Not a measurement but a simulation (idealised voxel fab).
The process module that follows is named voxel transistor to metal.
Square cell edge 5 nm, section width 205 nm, ID cut.
Cross-section, as written here: a square-cell grid given band by band from the top down, where a band holds one or more rows of cells. Band: top and bottom heights (nm) first, top before bottom; then materials from left to right, widths in nm. "edge to edge" marks a sole material filling the band edge to edge. "blank" denotes empty space. Heights are expressed relative to 0, this being the level below which the as-received wafer comprises one material exclusively. The lowest band is unbounded in the downward direction and is denoted as in "0 and below". A width such as "30 to 40" changes by the same amount from each row of cells to the next, from the band's top row to its bottom row. "no alteration" means the step left every cell of the cross-section as it was. Under "Enclosed void list" you'll find the enclosed gaps, the ones with no way out to the top, that are 8 cells or bigger; each reads width x height at distance, with distance counted from the left edge, everything in nm. If you see something after the settings on a step's line, that's the simulator's own remark about that step. The line of a step may include "overlay nm". On a step with a mask, this value is how far to the right of its planned place the mask lay. A negative value means the mask lay to the left.
## These are the steps we planned for the process
- 1: RECEIVE (material Si)
- 2: CONFORMAL_DEP (material SiO2; thk nm 5)
- 3: CONFORMAL_DEP (material SiN; thk nm 15)
- 4: PATTERN (tone cover; mask id ACTIVE; material resist; width nm 105; thk nm 20; overlay nm 0)
- 5: DIRECTIONAL_ETCH (etch materials SiN; depth nm 15)
- 6: DIRECTIONAL_ETCH (etch materials SiO2; depth nm 5)
- 7: DIRECTIONAL_ETCH (etch materials Si; depth nm 20)
- 8: STRIP (etch materials resist)
- 9: FILL_DEP (material SiO2; thk nm 15)
- 10: CMP (height nm 20)
- 11: SELECTIVE_ETCH (etch materials SiO2; depth nm 10)
- 12: STRIP (etch materials SiN)
- 13: SELECTIVE_ETCH (etch materials SiO2; depth nm 5)
- 14: OXIDIZE (depth nm 5)
- 15: DIRECTIONAL_DEP (material polySi; thk nm 20)
- 16: DIRECTIONAL_DEP (material SiCN; thk nm 15)
- 17: PATTERN (tone cover; mask id GATE; material resist; width nm 25; thk nm 20; overlay nm 0)
- 18: DIRECTIONAL_ETCH (etch materials SiCN; depth nm 25)
- 19: DIRECTIONAL_ETCH (etch materials polySi; depth nm 30)
- 20: STRIP (etch materials resist)
- 21: CONFORMAL_DEP (material SiN; thk nm 10)
- 22: DIRECTIONAL_ETCH (etch materials SiN; depth nm 10)
- 23: DIRECTIONAL_ETCH (etch materials SiO2; depth nm 5)
- 24: DIRECTIONAL_ETCH (etch materials Si; depth nm 15)
- 25: EPI (material SiGe; thk nm 15)
- 26: FILL_DEP (material SiO2; thk nm 5)
- 27: CMP (height nm 35)
- 28: DIRECTIONAL_DEP (material SiO2; thk nm 15)
- 29: MASKED_ETCH (tone open; mask id CONTACT; width nm 15; pitch nm 80; etch materials SiO2; depth nm 40; overlay nm 0)
- 30: CONFORMAL_DEP (material TiN; thk nm 5)
- 31: FILL_DEP (material Ru; thk nm 5)
- 32: CMP (height nm 50)
- 33: CONFORMAL_DEP (material SiN; thk nm 5)
- 34: DIRECTIONAL_DEP (material lowk; thk nm 15)
- 35: DIRECTIONAL_DEP (material aC; thk nm 10)
- 36: PATTERN (tone open; mask id METAL_1; material resist; width nm 15; pitch nm 80; thk nm 30; overlay nm 0)
- 37: DIRECTIONAL_ETCH (etch materials aC; depth nm 10)
- 38: STRIP (etch materials resist)
- 39: DIRECTIONAL_ETCH (etch materials lowk; depth nm 15)
- 40: DIRECTIONAL_ETCH (etch materials SiN; depth nm 5)
- 41: STRIP (etch materials aC)
- 42: CONFORMAL_DEP (material TiN; thk nm 5)
- 43: FILL_DEP (material Cu; thk nm 10)
- 44: CMP (height nm 70)
- 45: CONFORMAL_DEP (material SiCN; thk nm 5)
- 46: DIRECTIONAL_DEP (material lowk; thk nm 30)
- 47: DIRECTIONAL_DEP (material aC; thk nm 15)
- 48: PATTERN (tone open; mask id METAL_2; material resist; width nm 15; pitch nm 80; thk nm 30; overlay nm 0)
- 49: DIRECTIONAL_ETCH (etch materials aC; depth nm 15)
- 50: STRIP (etch materials resist)
- 51: DIRECTIONAL_ETCH (etch materials lowk; depth nm 20)
- 52: STRIP (etch materials aC)
- 53: MASKED_ETCH (tone open; mask id METAL_2_HOLES; width nm 15; pitch nm 80; etch materials lowk; depth nm 10; overlay nm 0)
- 54: MASKED_ETCH (tone open; mask id METAL_2_HOLES; width nm 15; pitch nm 80; etch materials SiCN; depth nm 5; overlay nm 0)
- 55: CONFORMAL_DEP (material TiN; thk nm 5)
- 56: FILL_DEP (material Cu; thk nm 10)
- 57: CMP (height nm 105)
- 58: CONFORMAL_DEP (material SiN; thk nm 5)
## As-received wafer cross-section (after step 1)
	0 and below | Si edge to edge
	Enclosed void list: none
## Below is the wafer in cross-section after the module was completed. It began from the starting point shown above and followed the plan shown above, except that one mistake was made while running it
	110 down to 105 | SiN edge to edge
	105 down to 75 | 55 lowk | 5 TiN | 5 Cu | 5 TiN | 65 lowk | 5 TiN | 5 Cu | 5 TiN | 55 lowk
	75 down to 70 | 55 SiCN | 15 TiN | 65 SiCN | 15 TiN | 55 SiCN
	70 down to 55 | 55 lowk | 5 TiN | 5 Cu | 5 TiN | 65 lowk | 5 TiN | 5 Cu | 5 TiN | 55 lowk
	55 down to 50 | 55 SiN | 15 TiN | 65 SiN | 15 TiN | 55 SiN
	50 down to 35 | 55 SiO2 | 5 TiN | 5 Ru | 5 TiN | 65 SiO2 | 5 TiN | 5 Ru | 5 TiN | 55 SiO2
	35 down to 20 | 55 SiO2 | 5 TiN | 5 Ru | 5 TiN | 10 SiO2 | 10 SiN | 25 SiCN | 10 SiN | 10 SiO2 | 5 TiN | 5 Ru | 5 TiN | 55 SiO2
	20 down to 15 | 55 SiO2 | 5 TiN | 5 Ru | 5 TiN | 10 SiO2 | 10 SiN | 25 polySi | 10 SiN | 10 SiO2 | 5 TiN | 5 Ru | 5 TiN | 55 SiO2
	15 down to 10 | 55 SiO2 | 15 TiN | 10 SiO2 | 10 SiN | 25 polySi | 10 SiN | 10 SiO2 | 15 TiN | 55 SiO2
	10 down to 5 | 65 SiO2 | 15 SiGe | 10 SiN | 25 polySi | 10 SiN | 15 SiGe | 65 SiO2
	5 down to 0 | 35 SiO2 | 10 SiN | 20 SiO2 | 15 SiGe | 10 SiN | 25 polySi | 10 SiN | 15 SiGe | 20 SiO2 | 10 SiN | 35 SiO2
	0 down to -5 | 35 SiO2 | 15 SiN | 30 SiGe | 45 SiO2 | 30 SiGe | 15 SiN | 35 SiO2
	-5 down to -10 | 35 SiO2 | 15 SiN | 5 SiO2 | 25 SiGe | 45 Si | 25 SiGe | 5 SiO2 | 15 SiN | 35 SiO2
	-10 down to -15 | 55 SiO2 | 25 SiGe | 45 Si | 25 SiGe | 55 SiO2
	-15 down to -20 | 50 SiO2 | 5 Si | 25 SiGe | 45 Si | 25 SiGe | 5 Si | 50 SiO2
	-20 and below | Si edge to edge
	Enclosed void list: none
Plan not followed: steps 11 and 12: order swapped relative to plan
